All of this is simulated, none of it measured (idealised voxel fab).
You're looking at the process module voxel wiring stack.
Square cells of 5 nm make up the cross-section cut, whose width is 160 nm.
In this document a cross-section is written as a grid of square cells. It is given as a series of bands, listed from the top down, and a band is one or more rows of cells. A band entry consists of two parts. The first gives the height of the band's top and the height of its bottom, in nm. The rest lists the band's materials from left to right, each with its width in nm. A single material labelled with the word "throughout" fills the band from edge to edge, and the word "blank" marks empty space. Measure heights from 0. That's the level where, below it, the as-received wafer is all one material. The lowest band is bottomless and extends downward; write it as in "0 down". The width entry "30 to 40" should be interpreted row by row: the top row of cells in the band takes the first number, the bottom row takes the second number, and the change between adjacent rows is uniform throughout. Any step labelled "nothing different" changed none of the cells in the cross-section. The label "closed voids" introduces a list of the empty spaces, 8 cells or larger, that have no open way up to the top; each entry in it reads width x height at distance, where the distance is taken from the left edge and all three are stated in nm. Heads up: the bit after the settings on a step's line is the simulator's remark on that step. The setting "overlay nm" may be written on the line of a step. When the step uses a mask, the value reports how far to the right of the planned place the mask lay, and a negative value reports that it lay to the left. Pairs from here to the end. Each: cross-section before one process step, cross-section after it, the latter only as far down as the lowest band that changed. Under each: the step between, and its settings. Mind that the pairs may be taken from different runs of this module on the same starting wafer; whether a pair continues from the pair above depends on its entry headed "Ahead of processing", and it does only where that entry says so.

**Ahead of processing**
> 145 to 130: 45 resist; 25 blank; 20 resist; 25 blank; 45 resist
> 130 to 105: lowk throughout
> 105 to 100: SiN throughout
> 100 to 85: 40 lowk; 5 TiN; 5 Ru; 5 TiN; 105 lowk
> 85 to 80: 40 SiCN; 15 TiN; 105 SiCN
> 80 to 65: 40 SiO2; 5 TiN; 20 Ru; 5 TiN; 15 SiO2; 5 TiN; 20 Ru; 5 TiN; 45 SiO2
> 65 to 60: 40 SiCN; 30 TiN; 15 SiCN; 30 TiN; 45 SiCN
> 60 to 40: 40 SiO2; 15 Ru; 105 SiO2
> 40 to 35: 40 SiCN; 15 Ru; 105 SiCN
> 35 to 20: 40 SiO2; 5 TiN; 20 W; 5 TiN; 15 SiO2; 5 TiN; 20 W; 5 TiN; 45 SiO2
> 20 to 15: 40 SiN; 30 TiN; 15 SiN; 30 TiN; 45 SiN
> 15 to 0: SiO2 throughout
> 0 down: Si throughout
> closed voids: none

**Sectional View, Post-Process**
> 145 to 130: 45 resist; 25 blank; 20 resist; 25 blank; 45 resist
> 130 to 105: 45 lowk; 25 blank; 20 lowk; 25 blank; 45 lowk
> Lower than 105, everything is as it was.
> closed voids: none
The cross-sections above show the structure before and after this step: DIRECTIONAL_ETCH,etch materials lowk,depth nm 25

Ahead of processing: we pick up right where the pair above leaves off, with its after cross-section.

**Sectional View, Post-Process**
> 145 to 130: 45 resist; 25 blank; 20 resist; 25 blank; 45 resist
> 130 to 105: 45 lowk; 25 blank; 20 lowk; 25 blank; 45 lowk
> 105 to 100: 45 SiN; 25 blank; 20 SiN; 25 blank; 45 SiN
> Lower than 100, everything is as it was.
> closed voids: none
The cross-sections above show the structure before and after this step: DIRECTIONAL_ETCH,etch materials SiN,depth nm 5

Ahead of processing: we pick up right where the pair above leaves off, with its after cross-section.

**Sectional View, Post-Process**
> 130 to 105: 45 lowk; 25 blank; 20 lowk; 25 blank; 45 lowk
> Lower than 105, everything is as it was.
> closed voids: none
The cross-sections above show the structure before and after this step: STRIP,etch materials resist

Ahead of processing: we pick up right where the pair above leaves off, with its after cross-section.

**Sectional View, Post-Process**
> 135 to 130: 50 TiN; 15 blank; 30 TiN; 15 blank; 50 TiN
> 130 to 105: 45 lowk; 5 TiN; 15 blank; 5 TiN; 20 lowk; 5 TiN; 15 blank; 5 TiN; 45 lowk
> 105 to 100: 45 SiN; 25 TiN; 20 SiN; 25 TiN; 45 SiN
> Lower than 100, everything is as it was.
> closed voids: none
The cross-sections above show the structure before and after this step: CONFORMAL_DEP,material TiN,thk nm 5

Ahead of processing: we pick up right where the pair above leaves off, with its after cross-section.

**Sectional View, Post-Process**
> 145 to 135: W throughout
> 135 to 130: 50 TiN; 15 W; 30 TiN; 15 W; 50 TiN
> 130 to 105: 45 lowk; 5 TiN; 15 W; 5 TiN; 20 lowk; 5 TiN; 15 W; 5 TiN; 45 lowk
> Lower than 105, everything is as it was.
> closed voids: none
The cross-sections above show the structure before and after this step: FILL_DEP,material W,thk nm 10

Ahead of processing: we pick up right where the pair above leaves off, with its after cross-section.

**Sectional View, Post-Process**
> 130 to 105: 45 lowk; 5 TiN; 15 W; 5 TiN; 20 lowk; 5 TiN; 15 W; 5 TiN; 45 lowk
> Lower than 105, everything is as it was.
> closed voids: none
The cross-sections above show the structure before and after this step: CMP,height nm 130

Ahead of processing: we pick up right where the pair above leaves off, with its after cross-section.

**Sectional View, Post-Process**
> 135 to 130: SiCN throughout
> Lower than 130, everything is as it was.
> closed voids: none
The cross-sections above show the structure before and after this step: CONFORMAL_DEP,material SiCN,thk nm 5

**Ahead of processing**
> 100 to 85: lowk throughout
> 85 to 80: SiCN throughout
> 80 to 65: 40 SiO2; 5 TiN; 20 Ru; 5 TiN; 15 SiO2; 5 TiN; 20 Ru; 5 TiN; 45 SiO2
> 65 to 60: 40 SiCN; 30 TiN; 15 SiCN; 30 TiN; 45 SiCN
> 60 to 40: 40 SiO2; 15 Ru; 105 SiO2
> 40 to 35: 40 SiCN; 15 Ru; 105 SiCN
> 35 to 20: 40 SiO2; 5 TiN; 20 W; 5 TiN; 15 SiO2; 5 TiN; 20 W; 5 TiN; 45 SiO2
> 20 to 15: 40 SiN; 30 TiN; 15 SiN; 30 TiN; 45 SiN
> 15 to 0: SiO2 throughout
> 0 down: Si throughout
> closed voids: none

**Sectional View, Post-Process**
> 115 to 100: 50 resist; 15 blank; 95 resist
> Lower than 100, everything is as it was.
> closed voids: none
The cross-sections above show the structure before and after this step: PATTERN,tone open,mask id PLUG_2,material resist,width nm 15,thk nm 15,overlay nm 10

Ahead of processing: we pick up right where the pair above leaves off, with its after cross-section.

**Sectional View, Post-Process**
> 115 to 100: 50 resist; 15 blank; 95 resist
> 100 to 85: 50 lowk; 15 blank; 95 lowk
> Lower than 85, everything is as it was.
> closed voids: none
The cross-sections above show the structure before and after this step: DIRECTIONAL_ETCH,etch materials lowk,depth nm 15

Ahead of processing: we pick up right where the pair above leaves off, with its after cross-section.

**Sectional View, Post-Process**
> 115 to 100: 50 resist; 15 blank; 95 resist
> 100 to 85: 50 lowk; 15 blank; 95 lowk
> 85 to 80: 50 SiCN; 15 blank; 95 SiCN
> Lower than 80, everything is as it was.
> closed voids: none
The cross-sections above show the structure before and after this step: DIRECTIONAL_ETCH,etch materials SiCN,depth nm 5

Ahead of processing: we pick up right where the pair above leaves off, with its after cross-section.

**Sectional View, Post-Process**
> 100 to 85: 50 lowk; 15 blank; 95 lowk
> Lower than 85, everything is as it was.
> closed voids: none
The cross-sections above show the structure before and after this step: STRIP,etch materials resist

Ahead of processing: we pick up right where the pair above leaves off, with its after cross-section.

**Sectional View, Post-Process**
> 105 to 100: 55 TiN; 5 blank; 100 TiN
> 100 to 85: 50 lowk; 5 TiN; 5 blank; 5 TiN; 95 lowk
> 85 to 80: 50 SiCN; 15 TiN; 95 SiCN
> Lower than 80, everything is as it was.
> closed voids: none
The cross-sections above show the structure before and after this step: CONFORMAL_DEP,material TiN,thk nm 5

Ahead of processing: we pick up right where the pair above leaves off, with its after cross-section.

**Sectional View, Post-Process**
> 115 to 105: Ru throughout
> 105 to 100: 55 TiN; 5 Ru; 100 TiN
> 100 to 85: 50 lowk; 5 TiN; 5 Ru; 5 TiN; 95 lowk
> Lower than 85, everything is as it was.
> closed voids: none
The cross-sections above show the structure before and after this step: FILL_DEP,material Ru,thk nm 10

Ahead of processing: we pick up right where the pair above leaves off, with its after cross-section.

**Sectional View, Post-Process**
> 100 to 85: 50 lowk; 5 TiN; 5 Ru; 5 TiN; 95 lowk
> Lower than 85, everything is as it was.
> closed voids: none
The cross-sections above show the structure before and after this step: CMP,height nm 100

Ahead of processing: we pick up right where the pair above leaves off, with its after cross-section.

**Sectional View, Post-Process**
> 105 to 100: SiN throughout
> Lower than 100, everything is as it was.
> closed voids: none
The cross-sections above show the structure before and after this step: CONFORMAL_DEP,material SiN,thk nm 5

Ahead of processing: we pick up right where the pair above leaves off, with its after cross-section.

**Sectional View, Post-Process**
> 130 to 105: lowk throughout
> Lower than 105, everything is as it was.
> closed voids: none
The cross-sections above show the structure before and after this step: DIRECTIONAL_DEP,material lowk,thk nm 25

Ahead of processing: we pick up right where the pair above leaves off, with its after cross-section.

**Sectional View, Post-Process**
> 145 to 130: 40 resist; 30 blank; 15 resist; 30 blank; 45 resist
> Lower than 130, everything is as it was.
> closed voids: none
The cross-sections above show the structure before and after this step: PATTERN,tone open,mask id METAL_3,material resist,width nm 30,pitch nm 45,thk nm 15,overlay nm 0

Ahead of processing: we pick up right where the pair above leaves off, with its after cross-section.

**Sectional View, Post-Process**
> 145 to 130: 40 resist; 30 blank; 15 resist; 30 blank; 45 resist
> 130 to 105: 40 lowk; 30 blank; 15 lowk; 30 blank; 45 lowk
> Lower than 105, everything is as it was.
> closed voids: none
The cross-sections above show the structure before and after this step: DIRECTIONAL_ETCH,etch materials lowk,depth nm 25

Ahead of processing: we pick up right where the pair above leaves off, with its after cross-section.

**Sectional View, Post-Process**
> 145 to 130: 40 resist; 30 blank; 15 resist; 30 blank; 45 resist
> 130 to 105: 40 lowk; 30 blank; 15 lowk; 30 blank; 45 lowk
> 105 to 100: 40 SiN; 30 blank; 15 SiN; 30 blank; 45 SiN
> Lower than 100, everything is as it was.
> closed voids: none
The cross-sections above show the structure before and after this step: DIRECTIONAL_ETCH,etch materials SiN,depth nm 5

Ahead of processing: we pick up right where the pair above leaves off, with its after cross-section.

**Sectional View, Post-Process**
> 130 to 105: 40 lowk; 30 blank; 15 lowk; 30 blank; 45 lowk
> Lower than 105, everything is as it was.
> closed voids: none
The cross-sections above show the structure before and after this step: STRIP,etch materials resist

Ahead of processing: we pick up right where the pair above leaves off, with its after cross-section.

**Sectional View, Post-Process**
> 135 to 130: 45 TiN; 20 blank; 25 TiN; 20 blank; 50 TiN
> 130 to 105: 40 lowk; 5 TiN; 20 blank; 5 TiN; 15 lowk; 5 TiN; 20 blank; 5 TiN; 45 lowk
> 105 to 100: 40 SiN; 30 TiN; 15 SiN; 30 TiN; 45 SiN
> Lower than 100, everything is as it was.
> closed voids: none
The cross-sections above show the structure before and after this step: CONFORMAL_DEP,material TiN,thk nm 5

Ahead of processing: we pick up right where the pair above leaves off, with its after cross-section.

**Sectional View, Post-Process**
> 145 to 135: W throughout
> 135 to 130: 45 TiN; 20 W; 25 TiN; 20 W; 50 TiN
> 130 to 105: 40 lowk; 5 TiN; 20 W; 5 TiN; 15 lowk; 5 TiN; 20 W; 5 TiN; 45 lowk
> Lower than 105, everything is as it was.
> closed voids: none
The cross-sections above show the structure before and after this step: FILL_DEP,material W,thk nm 10

Ahead of processing: we pick up right where the pair above leaves off, with its after cross-section.

**Sectional View, Post-Process**
> 130 to 105: 40 lowk; 5 TiN; 20 W; 5 TiN; 15 lowk; 5 TiN; 20 W; 5 TiN; 45 lowk
> Lower than 105, everything is as it was.
> closed voids: none
The cross-sections above show the structure before and after this step: CMP,height nm 130

Ahead of processing: we pick up right where the pair above leaves off, with its after cross-section.

**Sectional View, Post-Process**
> 135 to 130: SiCN throughout
> Lower than 130, everything is as it was.
> closed voids: none
The cross-sections above show the structure before and after this step: CONFORMAL_DEP,material SiCN,thk nm 5

**Ahead of processing**
> 85 to 80: SiCN throughout
> 80 to 65: 40 SiO2; 5 TiN; 20 Ru; 5 TiN; 15 SiO2; 5 TiN; 20 Ru; 5 TiN; 45 SiO2
> 65 to 60: 40 SiCN; 30 TiN; 15 SiCN; 30 TiN; 45 SiCN
> 60 to 40: 40 SiO2; 15 Ru; 105 SiO2
> 40 to 35: 40 SiCN; 15 Ru; 105 SiCN
> 35 to 20: 40 SiO2; 5 TiN; 20 W; 5 TiN; 15 SiO2; 5 TiN; 20 W; 5 TiN; 45 SiO2
> 20 to 15: 40 SiN; 30 TiN; 15 SiN; 30 TiN; 45 SiN
> 15 to 0: SiO2 throughout
> 0 down: Si throughout
> closed voids: none

**Sectional View, Post-Process**
> 100 to 85: W throughout
> Lower than 85, everything is as it was.
> closed voids: none
The cross-sections above show the structure before and after this step: DIRECTIONAL_DEP,material W,thk nm 15

Ahead of processing: we pick up right where the pair above leaves off, with its after cross-section.

**Sectional View, Post-Process**
> 115 to 100: 40 resist; 15 blank; 105 resist
> Lower than 100, everything is as it was.
> closed voids: none
The cross-sections above show the structure before and after this step: PATTERN,tone open,mask id PLUG_2,material resist,width nm 15,thk nm 15,overlay nm 0

Ahead of processing: we pick up right where the pair above leaves off, with its after cross-section.

**Sectional View, Post-Process**
> 100 to 85: W throughout
> Lower than 85, everything is as it was.
> closed voids: none
The cross-sections above show the structure before and after this step: STRIP,etch materials resist

Ahead of processing: we pick up right where the pair above leaves off, with its after cross-section.

**Sectional View, Post-Process**
> 105 to 100: TiN throughout
> Lower than 100, everything is as it was.
> closed voids: none
The cross-sections above show the structure before and after this step: CONFORMAL_DEP,material TiN,thk nm 5

Ahead of processing: we pick up right where the pair above leaves off, with its after cross-section.

**Sectional View, Post-Process**
> 115 to 105: Ru throughout
> Lower than 105, everything is as it was.
> closed voids: none
The cross-sections above show the structure before and after this step: FILL_DEP,material Ru,thk nm 10

Ahead of processing: we pick up right where the pair above leaves off, with its after cross-section.

**Sectional View, Post-Process**
> 100 to 85: W throughout
> Lower than 85, everything is as it was.
> closed voids: none
The cross-sections above show the structure before and after this step: CMP,height nm 100

Ahead of processing: we pick up right where the pair above leaves off, with its after cross-section.

**Sectional View, Post-Process**
> 105 to 100: SiN throughout
> Lower than 100, everything is as it was.
> closed voids: none
The cross-sections above show the structure before and after this step: CONFORMAL_DEP,material SiN,thk nm 5

Ahead of processing: we pick up right where the pair above leaves off, with its after cross-section.

**Sectional View, Post-Process**
> 130 to 105: lowk throughout
> Lower than 105, everything is as it was.
> closed voids: none
The cross-sections above show the structure before and after this step: DIRECTIONAL_DEP,material lowk,thk nm 25

Ahead of processing: we pick up right where the pair above leaves off, with its after cross-section.

**Sectional View, Post-Process**
> 145 to 130: 40 resist; 30 blank; 15 resist; 30 blank; 45 resist
> Lower than 130, everything is as it was.
> closed voids: none
The cross-sections above show the structure before and after this step: PATTERN,tone open,mask id METAL_3,material resist,width nm 30,pitch nm 45,thk nm 15,overlay nm 0

Ahead of processing: we pick up right where the pair above leaves off, with its after cross-section.

**Sectional View, Post-Process**
> 145 to 130: 40 resist; 30 blank; 15 resist; 30 blank; 45 resist
> 130 to 105: 40 lowk; 30 blank; 15 lowk; 30 blank; 45 lowk
> Lower than 105, everything is as it was.
> closed voids: none
The cross-sections above show the structure before and after this step: DIRECTIONAL_ETCH,etch materials lowk,depth nm 25

Ahead of processing: we pick up right where the pair above leaves off, with its after cross-section.

**Sectional View, Post-Process**
> 145 to 130: 40 resist; 30 blank; 15 resist; 30 blank; 45 resist
> 130 to 105: 40 lowk; 30 blank; 15 lowk; 30 blank; 45 lowk
> 105 to 100: 40 SiN; 30 blank; 15 SiN; 30 blank; 45 SiN
> Lower than 100, everything is as it was.
> closed voids: none
The cross-sections above show the structure before and after this step: DIRECTIONAL_ETCH,etch materials SiN,depth nm 5

Ahead of processing: we pick up right where the pair above leaves off, with its after cross-section.

**Sectional View, Post-Process**
> 130 to 105: 40 lowk; 30 blank; 15 lowk; 30 blank; 45 lowk
> Lower than 105, everything is as it was.
> closed voids: none
The cross-sections above show the structure before and after this step: STRIP,etch materials resist

Ahead of processing: we pick up right where the pair above leaves off, with its after cross-section.

**Sectional View, Post-Process**
> 135 to 130: 45 TiN; 20 blank; 25 TiN; 20 blank; 50 TiN
> 130 to 105: 40 lowk; 5 TiN; 20 blank; 5 TiN; 15 lowk; 5 TiN; 20 blank; 5 TiN; 45 lowk
> 105 to 100: 40 SiN; 30 TiN; 15 SiN; 30 TiN; 45 SiN
> Lower than 100, everything is as it was.
> closed voids: none
The cross-sections above show the structure before and after this step: CONFORMAL_DEP,material TiN,thk nm 5

Ahead of processing: we pick up right where the pair above leaves off, with its after cross-section.

**Sectional View, Post-Process**
> 145 to 135: W throughout
> 135 to 130: 45 TiN; 20 W; 25 TiN; 20 W; 50 TiN
> 130 to 105: 40 lowk; 5 TiN; 20 W; 5 TiN; 15 lowk; 5 TiN; 20 W; 5 TiN; 45 lowk
> Lower than 105, everything is as it was.
> closed voids: none
The cross-sections above show the structure before and after this step: FILL_DEP,material W,thk nm 10

Ahead of processing: we pick up right where the pair above leaves off, with its after cross-section.

**Sectional View, Post-Process**
> 130 to 105: 40 lowk; 5 TiN; 20 W; 5 TiN; 15 lowk; 5 TiN; 20 W; 5 TiN; 45 lowk
> Lower than 105, everything is as it was.
> closed voids: none
The cross-sections above show the structure before and after this step: CMP,height nm 130

Ahead of processing: we pick up right where the pair above leaves off, with its after cross-section.

**Sectional View, Post-Process**
> 135 to 130: SiCN throughout
> Lower than 130, everything is as it was.
> closed voids: none
The cross-sections above show the structure before and after this step: CONFORMAL_DEP,material SiCN,thk nm 5

**Ahead of processing**
> 130 to 105: lowk throughout
> 105 to 100: SiN throughout
> 100 to 85: 40 lowk; 5 TiN; 5 Ru; 5 TiN; 105 lowk
> 85 to 80: 40 SiCN; 15 TiN; 105 SiCN
> 80 to 65: 40 SiO2; 5 TiN; 20 Ru; 5 TiN; 15 SiO2; 5 TiN; 20 Ru; 5 TiN; 45 SiO2
> 65 to 60: 40 SiCN; 30 TiN; 15 SiCN; 30 TiN; 45 SiCN
> 60 to 40: 40 SiO2; 15 Ru; 105 SiO2
> 40 to 35: 40 SiCN; 15 Ru; 105 SiCN
> 35 to 20: 40 SiO2; 5 TiN; 20 W; 5 TiN; 15 SiO2; 5 TiN; 20 W; 5 TiN; 45 SiO2
> 20 to 15: 40 SiN; 30 TiN; 15 SiN; 30 TiN; 45 SiN
> 15 to 0: SiO2 throughout
> 0 down: Si throughout
> closed voids: none

**Sectional View, Post-Process**
> 145 to 130: 40 blank; 30 resist; 15 blank; 30 resist; 45 blank
> Lower than 130, everything is as it was.
> closed voids: none
The cross-sections above show the structure before and after this step: PATTERN,tone cover,mask id METAL_3,material resist,width nm 30,pitch nm 45,thk nm 15,overlay nm 0

Ahead of processing: we pick up right where the pair above leaves off, with its after cross-section.

**Sectional View, Post-Process**
> 145 to 130: 40 blank; 30 resist; 15 blank; 30 resist; 45 blank
> 130 to 105: 40 blank; 30 lowk; 15 blank; 30 lowk; 45 blank
> Lower than 105, everything is as it was.
> closed voids: none
The cross-sections above show the structure before and after this step: DIRECTIONAL_ETCH,etch materials lowk,depth nm 25

Ahead of processing: we pick up right where the pair above leaves off, with its after cross-section.

**Sectional View, Post-Process**
> 145 to 130: 40 blank; 30 resist; 15 blank; 30 resist; 45 blank
> 130 to 105: 40 blank; 30 lowk; 15 blank; 30 lowk; 45 blank
> 105 to 100: 40 blank; 30 SiN; 15 blank; 30 SiN; 45 blank
> Lower than 100, everything is as it was.
> closed voids: none
The cross-sections above show the structure before and after this step: DIRECTIONAL_ETCH,etch materials SiN,depth nm 5

Ahead of processing: we pick up right where the pair above leaves off, with its after cross-section.

**Sectional View, Post-Process**
> 130 to 105: 40 blank; 30 lowk; 15 blank; 30 lowk; 45 blank
> Lower than 105, everything is as it was.
> closed voids: none
The cross-sections above show the structure before and after this step: STRIP,etch materials resist

Ahead of processing: we pick up right where the pair above leaves off, with its after cross-section.

**Sectional View, Post-Process**
> 135 to 130: 35 blank; 40 TiN; 5 blank; 40 TiN; 40 blank
> 130 to 105: 35 blank; 5 TiN; 30 lowk; 5 TiN; 5 blank; 5 TiN; 30 lowk; 5 TiN; 40 blank
> 105 to 100: 40 TiN; 30 SiN; 15 TiN; 30 SiN; 45 TiN
> Lower than 100, everything is as it was.
> closed voids: none
The cross-sections above show the structure before and after this step: CONFORMAL_DEP,material TiN,thk nm 5

Ahead of processing: we pick up right where the pair above leaves off, with its after cross-section.

**Sectional View, Post-Process**
> 145 to 135: W throughout
> 135 to 130: 35 W; 40 TiN; 5 W; 40 TiN; 40 W
> 130 to 105: 35 W; 5 TiN; 30 lowk; 5 TiN; 5 W; 5 TiN; 30 lowk; 5 TiN; 40 W
> Lower than 105, everything is as it was.
> closed voids: none
The cross-sections above show the structure before and after this step: FILL_DEP,material W,thk nm 10

Ahead of processing: we pick up right where the pair above leaves off, with its after cross-section.

**Sectional View, Post-Process**
> 130 to 105: 35 W; 5 TiN; 30 lowk; 5 TiN; 5 W; 5 TiN; 30 lowk; 5 TiN; 40 W
> Lower than 105, everything is as it was.
> closed voids: none
The cross-sections above show the structure before and after this step: CMP,height nm 130

Ahead of processing: we pick up right where the pair above leaves off, with its after cross-section.

**Sectional View, Post-Process**
> 135 to 130: SiCN throughout
> Lower than 130, everything is as it was.
> closed voids: none
The cross-sections above show the structure before and after this step: CONFORMAL_DEP,material SiCN,thk nm 5
